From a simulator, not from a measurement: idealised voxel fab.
Documented hereafter: the process module known as voxel wiring stack.
We display cut, a cross-section 275 nm in width whose square cells are each 5 nm.
Throughout this document, each cross-section is represented as a grid of square cells and is presented as a sequence of bands enumerated from the top downward, where a band comprises one or more rows of cells.
Basically the band line says how high the top is and how high the bottom is, in nm, and then what's in it from left to right, every material with its width in nm. Empty space shows up as "empty", and if a single material carries "everywhere" it runs the full band edge to edge.
Heights are reckoned from 0. Under this level, the received wafer is all of one material. The bottommost band is open-ended downward, for example "from 0 down".
Note: "30->40" means the width goes from the first number (top row of the band) to the second number (bottom row) in equal steps per row of cells.
When a step is marked "left unchanged", none of the cells in the cross-section changed during that step.
"Closed cavities" contains a list of empty spaces, each no smaller than 8 cells and without an open way to the top, written in the form width x height at distance with the distance from the left edge and all three in nm.
Step line, after settings: the simulator's comment on this step.
For masked steps, "overlay nm" on the step line gives how far right of plan the mask actually lay; a minus sign means it lay to the left.
-- Steps in the process plan
1 RECEIVE [material Si]
2 CONFORMAL_DEP [material SiO2] [thk nm 10]
3 DIRECTIONAL_DEP [material TiN] [thk nm 5]
4 DIRECTIONAL_DEP [material W] [thk nm 15]
5 DIRECTIONAL_DEP [material aC] [thk nm 15]
6 PATTERN [tone cover] [mask id METAL_1] [material resist] [width nm 30] [pitch nm 55] [thk nm 30] [overlay nm 0]
7 DIRECTIONAL_ETCH [etch materials aC] [depth nm 15]
8 STRIP [etch materials resist]
9 DIRECTIONAL_ETCH [etch materials W] [depth nm 15]
10 DIRECTIONAL_ETCH [etch materials TiN] [depth nm 5]
11 STRIP [etch materials aC]
12 CONFORMAL_DEP [material SiCN] [thk nm 5]
13 FILL_DEP [material SiO2] [thk nm 10]
14 CMP [height nm 30]
15 CONFORMAL_DEP [material SiCN] [thk nm 5]
16 DIRECTIONAL_DEP [material SiO2] [thk nm 20]
17 PATTERN [tone open] [mask id PLUG_1] [material resist] [width nm 15] [pitch nm 55] [thk nm 20] [overlay nm 0]
18 DIRECTIONAL_ETCH [etch materials SiO2] [depth nm 20]
19 DIRECTIONAL_ETCH [etch materials SiCN] [depth nm 5]
20 STRIP [etch materials resist]
21 EPI [material Ru] [thk nm 10]
22 EPI [material Ru] [thk nm 10]
23 EPI [material Ru] [thk nm 5]
24 DIRECTIONAL_DEP [material TiN] [thk nm 5]
25 DIRECTIONAL_DEP [material Ru] [thk nm 25]
26 DIRECTIONAL_DEP [material aC] [thk nm 15]
27 PATTERN [tone cover] [mask id METAL_2] [material resist] [width nm 30] [pitch nm 55] [thk nm 35] [overlay nm 0]
28 DIRECTIONAL_ETCH [etch materials aC] [depth nm 15]
29 STRIP [etch materials resist]
30 DIRECTIONAL_ETCH [etch materials Ru] [depth nm 25]
31 DIRECTIONAL_ETCH [etch materials TiN] [depth nm 5]
32 STRIP [etch materials aC]
33 FILL_DEP [material lowk] [thk nm 5]
34 CMP [height nm 85]
35 CONFORMAL_DEP [material SiCN] [thk nm 5]
36 DIRECTIONAL_DEP [material lowk] [thk nm 20]
37 PATTERN [tone open] [mask id PLUG_2] [material resist] [width nm 15] [pitch nm 110] [thk nm 20] [overlay nm 0]
38 DIRECTIONAL_ETCH [etch materials lowk] [depth nm 20]
39 DIRECTIONAL_ETCH [etch materials SiCN] [depth nm 5]
40 STRIP [etch materials resist]
41 CONFORMAL_DEP [material TiN] [thk nm 5]
42 FILL_DEP [material Ru] [thk nm 10]
43 CMP [height nm 110]
44 DIRECTIONAL_DEP [material TiN] [thk nm 5]
45 DIRECTIONAL_DEP [material Ru] [thk nm 15]
46 PATTERN [tone cover] [mask id METAL_3] [material resist] [width nm 30] [pitch nm 55] [thk nm 20] [overlay nm 0]
47 DIRECTIONAL_ETCH [etch materials Ru] [depth nm 15]
48 DIRECTIONAL_ETCH [etch materials TiN] [depth nm 5]
49 STRIP [etch materials resist]
50 CONFORMAL_DEP [material SiN] [thk nm 5]
51 FILL_DEP [material lowk] [thk nm 10]
52 CMP [height nm 130]
53 CONFORMAL_DEP [material SiCN] [thk nm 5]
54 DIRECTIONAL_DEP [material SiO2] [thk nm 30]
55 MASKED_ETCH [tone open] [mask id METAL_4] [width nm 30] [pitch nm 55] [etch materials SiO2] [depth nm 20] [overlay nm 0]
56 MASKED_ETCH [tone open] [mask id METAL_4_HOLES] [width nm 15] [pitch nm 55] [etch materials SiO2] [depth nm 10] [overlay nm 0]
57 MASKED_ETCH [tone open] [mask id METAL_4_HOLES] [width nm 15] [pitch nm 55] [etch materials SiCN] [depth nm 5] [overlay nm 0]
58 CONFORMAL_DEP [material TiN] [thk nm 5]
59 FILL_DEP [material Cu] [thk nm 5]
60 CMP [height nm 165]
61 CONFORMAL_DEP [material SiCN] [thk nm 5]
-- The first of a set of two wafers, run to plan
-- As-received wafer cross-section (after step 1)
from 0 down: Si everywhere
Closed cavities: none
-- Step 2 done - wafer cross-section
from 10 to 0: SiO2 everywhere
All layers under 0 are left as they were.
-- Step 3 done - wafer cross-section
from 15 to 10: TiN everywhere
All layers under 10 are left as they were.
-- Step 4 done - wafer cross-section
from 30 to 15: W everywhere
All layers under 15 are left as they were.
-- Step 5 done - wafer cross-section
from 45 to 30: aC everywhere
All layers under 30 are left as they were.
-- Step 6 done - wafer cross-section
from 75 to 45: 65 of empty / 30 of resist / 25 of empty / 30 of resist / 25 of empty / 30 of resist / 70 of empty
All layers under 45 are left as they were.
-- Step 7 done - wafer cross-section
from 60 to 45: 65 of empty / 30 of resist / 25 of empty / 30 of resist / 25 of empty / 30 of resist / 70 of empty
from 45 to 30: 65 of empty / 30 of aC / 25 of empty / 30 of aC / 25 of empty / 30 of aC / 70 of empty
All layers under 30 are left as they were.
-- Step 8 done - wafer cross-section
from 45 to 30: 65 of empty / 30 of aC / 25 of empty / 30 of aC / 25 of empty / 30 of aC / 70 of empty
All layers under 30 are left as they were.
-- Step 9 done - wafer cross-section
from 45 to 30: 65 of empty / 30 of aC / 25 of empty / 30 of aC / 25 of empty / 30 of aC / 70 of empty
from 30 to 15: 65 of empty / 30 of W / 25 of empty / 30 of W / 25 of empty / 30 of W / 70 of empty
All layers under 15 are left as they were.
-- Step 10 done - wafer cross-section
from 45 to 30: 65 of empty / 30 of aC / 25 of empty / 30 of aC / 25 of empty / 30 of aC / 70 of empty
from 30 to 15: 65 of empty / 30 of W / 25 of empty / 30 of W / 25 of empty / 30 of W / 70 of empty
from 15 to 10: 65 of empty / 30 of TiN / 25 of empty / 30 of TiN / 25 of empty / 30 of TiN / 70 of empty
All layers under 10 are left as they were.
-- Step 11 done - wafer cross-section
from 30 to 15: 65 of empty / 30 of W / 25 of empty / 30 of W / 25 of empty / 30 of W / 70 of empty
All layers under 15 are left as they were.
-- Step 12 done - wafer cross-section
from 35 to 30: 60 of empty / 40 of SiCN / 15 of empty / 40 of SiCN / 15 of empty / 40 of SiCN / 65 of empty
from 30 to 15: 60 of empty / 5 of SiCN / 30 of W / 5 of SiCN / 15 of empty / 5 of SiCN / 30 of W / 5 of SiCN / 15 of empty / 5 of SiCN / 30 of W / 5 of SiCN / 65 of empty
from 15 to 10: 65 of SiCN / 30 of TiN / 25 of SiCN / 30 of TiN / 25 of SiCN / 30 of TiN / 70 of SiCN
All layers under 10 are left as they were.
-- Step 13 done - wafer cross-section
from 45 to 35: SiO2 everywhere
from 35 to 30: 60 of SiO2 / 40 of SiCN / 15 of SiO2 / 40 of SiCN / 15 of SiO2 / 40 of SiCN / 65 of SiO2
from 30 to 15: 60 of SiO2 / 5 of SiCN / 30 of W / 5 of SiCN / 15 of SiO2 / 5 of SiCN / 30 of W / 5 of SiCN / 15 of SiO2 / 5 of SiCN / 30 of W / 5 of SiCN / 65 of SiO2
All layers under 15 are left as they were.
-- Step 14 done - wafer cross-section
from 30 to 15: 60 of SiO2 / 5 of SiCN / 30 of W / 5 of SiCN / 15 of SiO2 / 5 of SiCN / 30 of W / 5 of SiCN / 15 of SiO2 / 5 of SiCN / 30 of W / 5 of SiCN / 65 of SiO2
All layers under 15 are left as they were.
-- Step 15 done - wafer cross-section
from 35 to 30: SiCN everywhere
All layers under 30 are left as they were.
-- Step 16 done - wafer cross-section
from 55 to 35: SiO2 everywhere
All layers under 35 are left as they were.
-- Step 17 done - wafer cross-section
from 75 to 55: 65 of resist / 15 of empty / 40 of resist / 15 of empty / 40 of resist / 15 of empty / 85 of resist
All layers under 55 are left as they were.
-- Step 18 done - wafer cross-section
from 75 to 55: 65 of resist / 15 of empty / 40 of resist / 15 of empty / 40 of resist / 15 of empty / 85 of resist
from 55 to 35: 65 of SiO2 / 15 of empty / 40 of SiO2 / 15 of empty / 40 of SiO2 / 15 of empty / 85 of SiO2
All layers under 35 are left as they were.
-- Step 19 done - wafer cross-section
from 75 to 55: 65 of resist / 15 of empty / 40 of resist / 15 of empty / 40 of resist / 15 of empty / 85 of resist
from 55 to 35: 65 of SiO2 / 15 of empty / 40 of SiO2 / 15 of empty / 40 of SiO2 / 15 of empty / 85 of SiO2
from 35 to 30: 65 of SiCN / 15 of empty / 40 of SiCN / 15 of empty / 40 of SiCN / 15 of empty / 85 of SiCN
All layers under 30 are left as they were.
-- Step 20 done - wafer cross-section
from 55 to 35: 65 of SiO2 / 15 of empty / 40 of SiO2 / 15 of empty / 40 of SiO2 / 15 of empty / 85 of SiO2
All layers under 35 are left as they were.
-- Step 21 done - wafer cross-section
from 55 to 40: 65 of SiO2 / 15 of empty / 40 of SiO2 / 15 of empty / 40 of SiO2 / 15 of empty / 85 of SiO2
from 40 to 35: 65 of SiO2 / 15 of Ru / 40 of SiO2 / 15 of Ru / 40 of SiO2 / 15 of Ru / 85 of SiO2
from 35 to 30: 65 of SiCN / 15 of Ru / 40 of SiCN / 15 of Ru / 40 of SiCN / 15 of Ru / 85 of SiCN
All layers under 30 are left as they were.
-- Step 22 done - wafer cross-section
from 55 to 50: 65 of SiO2 / 15 of empty / 40 of SiO2 / 15 of empty / 40 of SiO2 / 15 of empty / 85 of SiO2
from 50 to 35: 65 of SiO2 / 15 of Ru / 40 of SiO2 / 15 of Ru / 40 of SiO2 / 15 of Ru / 85 of SiO2
All layers under 35 are left as they were.
-- Step 23 done - wafer cross-section
from 55 to 35: 65 of SiO2 / 15 of Ru / 40 of SiO2 / 15 of Ru / 40 of SiO2 / 15 of Ru / 85 of SiO2
All layers under 35 are left as they were.
-- Step 24 done - wafer cross-section
from 60 to 55: TiN everywhere
All layers under 55 are left as they were.
-- Step 25 done - wafer cross-section
from 85 to 60: Ru everywhere
All layers under 60 are left as they were.
-- Step 26 done - wafer cross-section
from 100 to 85: aC everywhere
All layers under 85 are left as they were.
-- Step 27 done - wafer cross-section
from 135 to 100: 65 of empty / 30 of resist / 25 of empty / 30 of resist / 25 of empty / 30 of resist / 70 of empty
All layers under 100 are left as they were.
-- Step 28 done - wafer cross-section
from 120 to 100: 65 of empty / 30 of resist / 25 of empty / 30 of resist / 25 of empty / 30 of resist / 70 of empty
from 100 to 85: 65 of empty / 30 of aC / 25 of empty / 30 of aC / 25 of empty / 30 of aC / 70 of empty
All layers under 85 are left as they were.
-- Step 29 done - wafer cross-section
from 100 to 85: 65 of empty / 30 of aC / 25 of empty / 30 of aC / 25 of empty / 30 of aC / 70 of empty
All layers under 85 are left as they were.
-- Step 30 done - wafer cross-section
from 100 to 85: 65 of empty / 30 of aC / 25 of empty / 30 of aC / 25 of empty / 30 of aC / 70 of empty
from 85 to 60: 65 of empty / 30 of Ru / 25 of empty / 30 of Ru / 25 of empty / 30 of Ru / 70 of empty
All layers under 60 are left as they were.
-- Step 31 done - wafer cross-section
from 100 to 85: 65 of empty / 30 of aC / 25 of empty / 30 of aC / 25 of empty / 30 of aC / 70 of empty
from 85 to 60: 65 of empty / 30 of Ru / 25 of empty / 30 of Ru / 25 of empty / 30 of Ru / 70 of empty
from 60 to 55: 65 of empty / 30 of TiN / 25 of empty / 30 of TiN / 25 of empty / 30 of TiN / 70 of empty
All layers under 55 are left as they were.
-- Step 32 done - wafer cross-section
from 85 to 60: 65 of empty / 30 of Ru / 25 of empty / 30 of Ru / 25 of empty / 30 of Ru / 70 of empty
All layers under 60 are left as they were.
-- Step 33 done - wafer cross-section
from 90 to 85: lowk everywhere
from 85 to 60: 65 of lowk / 30 of Ru / 25 of lowk / 30 of Ru / 25 of lowk / 30 of Ru / 70 of lowk
from 60 to 55: 65 of lowk / 30 of TiN / 25 of lowk / 30 of TiN / 25 of lowk / 30 of TiN / 70 of lowk
All layers under 55 are left as they were.
-- Step 34 done - wafer cross-section
from 85 to 60: 65 of lowk / 30 of Ru / 25 of lowk / 30 of Ru / 25 of lowk / 30 of Ru / 70 of lowk
All layers under 60 are left as they were.
-- Step 35 done - wafer cross-section
from 90 to 85: SiCN everywhere
All layers under 85 are left as they were.
-- Step 36 done - wafer cross-section
from 110 to 90: lowk everywhere
All layers under 90 are left as they were.
-- Step 37 done - wafer cross-section
from 130 to 110: 65 of resist / 15 of empty / 95 of resist / 15 of empty / 85 of resist
All layers under 110 are left as they were.
-- Step 38 done - wafer cross-section
from 130 to 110: 65 of resist / 15 of empty / 95 of resist / 15 of empty / 85 of resist
from 110 to 90: 65 of lowk / 15 of empty / 95 of lowk / 15 of empty / 85 of lowk
All layers under 90 are left as they were.
-- Step 39 done - wafer cross-section
from 130 to 110: 65 of resist / 15 of empty / 95 of resist / 15 of empty / 85 of resist
from 110 to 90: 65 of lowk / 15 of empty / 95 of lowk / 15 of empty / 85 of lowk
from 90 to 85: 65 of SiCN / 15 of empty / 95 of SiCN / 15 of empty / 85 of SiCN
All layers under 85 are left as they were.
-- Step 40 done - wafer cross-section
from 110 to 90: 65 of lowk / 15 of empty / 95 of lowk / 15 of empty / 85 of lowk
All layers under 90 are left as they were.
-- Step 41 done - wafer cross-section
from 115 to 110: 70 of TiN / 5 of empty / 105 of TiN / 5 of empty / 90 of TiN
from 110 to 90: 65 of lowk / 5 of TiN / 5 of empty / 5 of TiN / 95 of lowk / 5 of TiN / 5 of empty / 5 of TiN / 85 of lowk
from 90 to 85: 65 of SiCN / 15 of TiN / 95 of SiCN / 15 of TiN / 85 of SiCN
All layers under 85 are left as they were.
-- Step 42 done - wafer cross-section
from 125 to 115: Ru everywhere
from 115 to 110: 70 of TiN / 5 of Ru / 105 of TiN / 5 of Ru / 90 of TiN
from 110 to 90: 65 of lowk / 5 of TiN / 5 of Ru / 5 of TiN / 95 of lowk / 5 of TiN / 5 of Ru / 5 of TiN / 85 of lowk
All layers under 90 are left as they were.
-- Step 43 done - wafer cross-section
from 110 to 90: 65 of lowk / 5 of TiN / 5 of Ru / 5 of TiN / 95 of lowk / 5 of TiN / 5 of Ru / 5 of TiN / 85 of lowk
All layers under 90 are left as they were.
-- Step 44 done - wafer cross-section
from 115 to 110: TiN everywhere
All layers under 110 are left as they were.
-- Step 45 done - wafer cross-section
from 130 to 115: Ru everywhere
All layers under 115 are left as they were.
-- Step 46 done - wafer cross-section
from 150 to 130: 65 of empty / 30 of resist / 25 of empty / 30 of resist / 25 of empty / 30 of resist / 70 of empty
All layers under 130 are left as they were.
-- Step 47 done - wafer cross-section
from 150 to 130: 65 of empty / 30 of resist / 25 of empty / 30 of resist / 25 of empty / 30 of resist / 70 of empty
from 130 to 115: 65 of empty / 30 of Ru / 25 of empty / 30 of Ru / 25 of empty / 30 of Ru / 70 of empty
All layers under 115 are left as they were.
-- Step 48 done - wafer cross-section
from 150 to 130: 65 of empty / 30 of resist / 25 of empty / 30 of resist / 25 of empty / 30 of resist / 70 of empty
from 130 to 115: 65 of empty / 30 of Ru / 25 of empty / 30 of Ru / 25 of empty / 30 of Ru / 70 of empty
from 115 to 110: 65 of empty / 30 of TiN / 25 of empty / 30 of TiN / 25 of empty / 30 of TiN / 70 of empty
All layers under 110 are left as they were.
-- Step 49 done - wafer cross-section
from 130 to 115: 65 of empty / 30 of Ru / 25 of empty / 30 of Ru / 25 of empty / 30 of Ru / 70 of empty
All layers under 115 are left as they were.
-- Step 50 done - wafer cross-section
from 135 to 130: 60 of empty / 40 of SiN / 15 of empty / 40 of SiN / 15 of empty / 40 of SiN / 65 of empty
from 130 to 115: 60 of empty / 5 of SiN / 30 of Ru / 5 of SiN / 15 of empty / 5 of SiN / 30 of Ru / 5 of SiN / 15 of empty / 5 of SiN / 30 of Ru / 5 of SiN / 65 of empty
from 115 to 110: 65 of SiN / 30 of TiN / 25 of SiN / 30 of TiN / 25 of SiN / 30 of TiN / 70 of SiN
All layers under 110 are left as they were.
-- Step 51 done - wafer cross-section
from 145 to 135: lowk everywhere
from 135 to 130: 60 of lowk / 40 of SiN / 15 of lowk / 40 of SiN / 15 of lowk / 40 of SiN / 65 of lowk
from 130 to 115: 60 of lowk / 5 of SiN / 30 of Ru / 5 of SiN / 15 of lowk / 5 of SiN / 30 of Ru / 5 of SiN / 15 of lowk / 5 of SiN / 30 of Ru / 5 of SiN / 65 of lowk
All layers under 115 are left as they were.
-- Step 52 done - wafer cross-section
from 130 to 115: 60 of lowk / 5 of SiN / 30 of Ru / 5 of SiN / 15 of lowk / 5 of SiN / 30 of Ru / 5 of SiN / 15 of lowk / 5 of SiN / 30 of Ru / 5 of SiN / 65 of lowk
All layers under 115 are left as they were.
-- Step 53 done - wafer cross-section
from 135 to 130: SiCN everywhere
All layers under 130 are left as they were.
-- Step 54 done - wafer cross-section
from 165 to 135: SiO2 everywhere
All layers under 135 are left as they were.
-- Step 55 done - wafer cross-section
from 165 to 145: 65 of SiO2 / 30 of empty / 25 of SiO2 / 30 of empty / 25 of SiO2 / 30 of empty / 70 of SiO2
All layers under 145 are left as they were.
-- Step 56 done - wafer cross-section
from 165 to 145: 65 of SiO2 / 30 of empty / 25 of SiO2 / 30 of empty / 25 of SiO2 / 30 of empty / 70 of SiO2
from 145 to 135: 65 of SiO2 / 15 of empty / 40 of SiO2 / 15 of empty / 40 of SiO2 / 15 of empty / 85 of SiO2
All layers under 135 are left as they were.
-- Step 57 done - wafer cross-section
from 165 to 145: 65 of SiO2 / 30 of empty / 25 of SiO2 / 30 of empty / 25 of SiO2 / 30 of empty / 70 of SiO2
from 145 to 135: 65 of SiO2 / 15 of empty / 40 of SiO2 / 15 of empty / 40 of SiO2 / 15 of empty / 85 of SiO2
from 135 to 130: 65 of SiCN / 15 of empty / 40 of SiCN / 15 of empty / 40 of SiCN / 15 of empty / 85 of SiCN
All layers under 130 are left as they were.
-- Step 58 done - wafer cross-section
from 170 to 165: 70 of TiN / 20 of empty / 35 of TiN / 20 of empty / 35 of TiN / 20 of empty / 75 of TiN
from 165 to 150: 65 of SiO2 / 5 of TiN / 20 of empty / 5 of TiN / 25 of SiO2 / 5 of TiN / 20 of empty / 5 of TiN / 25 of SiO2 / 5 of TiN / 20 of empty / 5 of TiN / 70 of SiO2
from 150 to 145: 65 of SiO2 / 5 of TiN / 5 of empty / 20 of TiN / 25 of SiO2 / 5 of TiN / 5 of empty / 20 of TiN / 25 of SiO2 / 5 of TiN / 5 of empty / 20 of TiN / 70 of SiO2
from 145 to 135: 65 of SiO2 / 5 of TiN / 5 of empty / 5 of TiN / 40 of SiO2 / 5 of TiN / 5 of empty / 5 of TiN / 40 of SiO2 / 5 of TiN / 5 of empty / 5 of TiN / 85 of SiO2
from 135 to 130: 65 of SiCN / 15 of TiN / 40 of SiCN / 15 of TiN / 40 of SiCN / 15 of TiN / 85 of SiCN
All layers under 130 are left as they were.
-- Step 59 done - wafer cross-section
from 175 to 170: Cu everywhere
from 170 to 165: 70 of TiN / 20 of Cu / 35 of TiN / 20 of Cu / 35 of TiN / 20 of Cu / 75 of TiN
from 165 to 150: 65 of SiO2 / 5 of TiN / 20 of Cu / 5 of TiN / 25 of SiO2 / 5 of TiN / 20 of Cu / 5 of TiN / 25 of SiO2 / 5 of TiN / 20 of Cu / 5 of TiN / 70 of SiO2
from 150 to 145: 65 of SiO2 / 5 of TiN / 5 of Cu / 20 of TiN / 25 of SiO2 / 5 of TiN / 5 of Cu / 20 of TiN / 25 of SiO2 / 5 of TiN / 5 of Cu / 20 of TiN / 70 of SiO2
from 145 to 135: 65 of SiO2 / 5 of TiN / 5 of Cu / 5 of TiN / 40 of SiO2 / 5 of TiN / 5 of Cu / 5 of TiN / 40 of SiO2 / 5 of TiN / 5 of Cu / 5 of TiN / 85 of SiO2
All layers under 135 are left as they were.
-- Step 60 done - wafer cross-section
from 165 to 150: 65 of SiO2 / 5 of TiN / 20 of Cu / 5 of TiN / 25 of SiO2 / 5 of TiN / 20 of Cu / 5 of TiN / 25 of SiO2 / 5 of TiN / 20 of Cu / 5 of TiN / 70 of SiO2
All layers under 150 are left as they were.
-- Step 61 done - wafer cross-section
from 170 to 165: SiCN everywhere
All layers under 165 are left as they were.
-- Wafer two. Identical start, identical plan. One mistake in execution. Identical history through step 36
-- Second wafer, cross-section, planned end of step 37
from 130 to 110: 65 of empty / 15 of resist / 95 of empty / 15 of resist / 85 of empty
All layers under 110 are left as they were.
-- Second wafer, cross-section, planned end of step 38
from 130 to 110: 65 of empty / 15 of resist / 95 of empty / 15 of resist / 85 of empty
from 110 to 90: 65 of empty / 15 of lowk / 95 of empty / 15 of lowk / 85 of empty
All layers under 90 are left as they were.
-- Second wafer, cross-section, planned end of step 39
from 130 to 110: 65 of empty / 15 of resist / 95 of empty / 15 of resist / 85 of empty
from 110 to 90: 65 of empty / 15 of lowk / 95 of empty / 15 of lowk / 85 of empty
from 90 to 85: 65 of empty / 15 of SiCN / 95 of empty / 15 of SiCN / 85 of empty
All layers under 85 are left as they were.
-- Second wafer, cross-section, planned end of step 40
from 110 to 90: 65 of empty / 15 of lowk / 95 of empty / 15 of lowk / 85 of empty
All layers under 90 are left as they were.
-- Second wafer, cross-section, planned end of step 41
from 115 to 110: 60 of empty / 25 of TiN / 85 of empty / 25 of TiN / 80 of empty
from 110 to 90: 60 of empty / 5 of TiN / 15 of lowk / 5 of TiN / 85 of empty / 5 of TiN / 15 of lowk / 5 of TiN / 80 of empty
from 90 to 85: 65 of TiN / 15 of SiCN / 95 of TiN / 15 of SiCN / 85 of TiN
All layers under 85 are left as they were.
-- Second wafer, cross-section, planned end of step 42
from 125 to 115: Ru everywhere
from 115 to 110: 60 of Ru / 25 of TiN / 85 of Ru / 25 of TiN / 80 of Ru
from 110 to 90: 60 of Ru / 5 of TiN / 15 of lowk / 5 of TiN / 85 of Ru / 5 of TiN / 15 of lowk / 5 of TiN / 80 of Ru
All layers under 90 are left as they were.
-- Second wafer, cross-section, planned end of step 43
from 110 to 90: 60 of Ru / 5 of TiN / 15 of lowk / 5 of TiN / 85 of Ru / 5 of TiN / 15 of lowk / 5 of TiN / 80 of Ru
All layers under 90 are left as they were.
-- Second wafer, cross-section, planned end of step 44
from 115 to 110: TiN everywhere
All layers under 110 are left as they were.
-- Second wafer, cross-section, planned end of step 45
from 130 to 115: Ru everywhere
All layers under 115 are left as they were.
-- Second wafer, cross-section, planned end of step 46
from 150 to 130: 65 of empty / 30 of resist / 25 of empty / 30 of resist / 25 of empty / 30 of resist / 70 of empty
All layers under 130 are left as they were.
-- Second wafer, cross-section, planned end of step 47
from 150 to 130: 65 of empty / 30 of resist / 25 of empty / 30 of resist / 25 of empty / 30 of resist / 70 of empty
from 130 to 115: 65 of empty / 30 of Ru / 25 of empty / 30 of Ru / 25 of empty / 30 of Ru / 70 of empty
All layers under 115 are left as they were.
-- Second wafer, cross-section, planned end of step 48
from 150 to 130: 65 of empty / 30 of resist / 25 of empty / 30 of resist / 25 of empty / 30 of resist / 70 of empty
from 130 to 115: 65 of empty / 30 of Ru / 25 of empty / 30 of Ru / 25 of empty / 30 of Ru / 70 of empty
from 115 to 110: 65 of empty / 30 of TiN / 25 of empty / 30 of TiN / 25 of empty / 30 of TiN / 70 of empty
All layers under 110 are left as they were.
-- Second wafer, cross-section, planned end of step 49
from 130 to 115: 65 of empty / 30 of Ru / 25 of empty / 30 of Ru / 25 of empty / 30 of Ru / 70 of empty
All layers under 115 are left as they were.
-- Second wafer, cross-section, planned end of step 50
from 135 to 130: 60 of empty / 40 of SiN / 15 of empty / 40 of SiN / 15 of empty / 40 of SiN / 65 of empty
from 130 to 115: 60 of empty / 5 of SiN / 30 of Ru / 5 of SiN / 15 of empty / 5 of SiN / 30 of Ru / 5 of SiN / 15 of empty / 5 of SiN / 30 of Ru / 5 of SiN / 65 of empty
from 115 to 110: 65 of SiN / 30 of TiN / 25 of SiN / 30 of TiN / 25 of SiN / 30 of TiN / 70 of SiN
All layers under 110 are left as they were.
-- Second wafer, cross-section, planned end of step 51
from 145 to 135: lowk everywhere
from 135 to 130: 60 of lowk / 40 of SiN / 15 of lowk / 40 of SiN / 15 of lowk / 40 of SiN / 65 of lowk
from 130 to 115: 60 of lowk / 5 of SiN / 30 of Ru / 5 of SiN / 15 of lowk / 5 of SiN / 30 of Ru / 5 of SiN / 15 of lowk / 5 of SiN / 30 of Ru / 5 of SiN / 65 of lowk
All layers under 115 are left as they were.
-- Second wafer, cross-section, planned end of step 52
from 130 to 115: 60 of lowk / 5 of SiN / 30 of Ru / 5 of SiN / 15 of lowk / 5 of SiN / 30 of Ru / 5 of SiN / 15 of lowk / 5 of SiN / 30 of Ru / 5 of SiN / 65 of lowk
All layers under 115 are left as they were.
-- Second wafer, cross-section, planned end of step 53
from 135 to 130: SiCN everywhere
All layers under 130 are left as they were.
-- Second wafer, cross-section, planned end of step 54
from 165 to 135: SiO2 everywhere
All layers under 135 are left as they were.
-- Second wafer, cross-section, planned end of step 55
from 165 to 145: 65 of SiO2 / 30 of empty / 25 of SiO2 / 30 of empty / 25 of SiO2 / 30 of empty / 70 of SiO2
All layers under 145 are left as they were.
-- Second wafer, cross-section, planned end of step 56
from 165 to 145: 65 of SiO2 / 30 of empty / 25 of SiO2 / 30 of empty / 25 of SiO2 / 30 of empty / 70 of SiO2
from 145 to 135: 65 of SiO2 / 15 of empty / 40 of SiO2 / 15 of empty / 40 of SiO2 / 15 of empty / 85 of SiO2
All layers under 135 are left as they were.
-- Second wafer, cross-section, planned end of step 57
from 165 to 145: 65 of SiO2 / 30 of empty / 25 of SiO2 / 30 of empty / 25 of SiO2 / 30 of empty / 70 of SiO2
from 145 to 135: 65 of SiO2 / 15 of empty / 40 of SiO2 / 15 of empty / 40 of SiO2 / 15 of empty / 85 of SiO2
from 135 to 130: 65 of SiCN / 15 of empty / 40 of SiCN / 15 of empty / 40 of SiCN / 15 of empty / 85 of SiCN
All layers under 130 are left as they were.
-- Second wafer, cross-section, planned end of step 58
from 170 to 165: 70 of TiN / 20 of empty / 35 of TiN / 20 of empty / 35 of TiN / 20 of empty / 75 of TiN
from 165 to 150: 65 of SiO2 / 5 of TiN / 20 of empty / 5 of TiN / 25 of SiO2 / 5 of TiN / 20 of empty / 5 of TiN / 25 of SiO2 / 5 of TiN / 20 of empty / 5 of TiN / 70 of SiO2
from 150 to 145: 65 of SiO2 / 5 of TiN / 5 of empty / 20 of TiN / 25 of SiO2 / 5 of TiN / 5 of empty / 20 of TiN / 25 of SiO2 / 5 of TiN / 5 of empty / 20 of TiN / 70 of SiO2
from 145 to 135: 65 of SiO2 / 5 of TiN / 5 of empty / 5 of TiN / 40 of SiO2 / 5 of TiN / 5 of empty / 5 of TiN / 40 of SiO2 / 5 of TiN / 5 of empty / 5 of TiN / 85 of SiO2
from 135 to 130: 65 of SiCN / 15 of TiN / 40 of SiCN / 15 of TiN / 40 of SiCN / 15 of TiN / 85 of SiCN
All layers under 130 are left as they were.
-- Second wafer, cross-section, planned end of step 59
from 175 to 170: Cu everywhere
from 170 to 165: 70 of TiN / 20 of Cu / 35 of TiN / 20 of Cu / 35 of TiN / 20 of Cu / 75 of TiN
from 165 to 150: 65 of SiO2 / 5 of TiN / 20 of Cu / 5 of TiN / 25 of SiO2 / 5 of TiN / 20 of Cu / 5 of TiN / 25 of SiO2 / 5 of TiN / 20 of Cu / 5 of TiN / 70 of SiO2
from 150 to 145: 65 of SiO2 / 5 of TiN / 5 of Cu / 20 of TiN / 25 of SiO2 / 5 of TiN / 5 of Cu / 20 of TiN / 25 of SiO2 / 5 of TiN / 5 of Cu / 20 of TiN / 70 of SiO2
from 145 to 135: 65 of SiO2 / 5 of TiN / 5 of Cu / 5 of TiN / 40 of SiO2 / 5 of TiN / 5 of Cu / 5 of TiN / 40 of SiO2 / 5 of TiN / 5 of Cu / 5 of TiN / 85 of SiO2
All layers under 135 are left as they were.
-- Second wafer, cross-section, planned end of step 60
from 165 to 150: 65 of SiO2 / 5 of TiN / 20 of Cu / 5 of TiN / 25 of SiO2 / 5 of TiN / 20 of Cu / 5 of TiN / 25 of SiO2 / 5 of TiN / 20 of Cu / 5 of TiN / 70 of SiO2
All layers under 150 are left as they were.
-- Second wafer, cross-section, planned end of step 61
from 170 to 165: SiCN everywhere
All layers under 165 are left as they were.
In executing the process, a mistake was made relative to the plan: step 37 ran as: PATTERN [tone cover] [mask id PLUG_2] [material resist] [width nm 15] [pitch nm 110] [thk nm 20] [overlay nm 0]
Final wafer comparison in cells, second versus first, more or fewer per material: Ru: 172 more, SiCN: 43 fewer, TiN: 43 more, lowk: 172 fewer
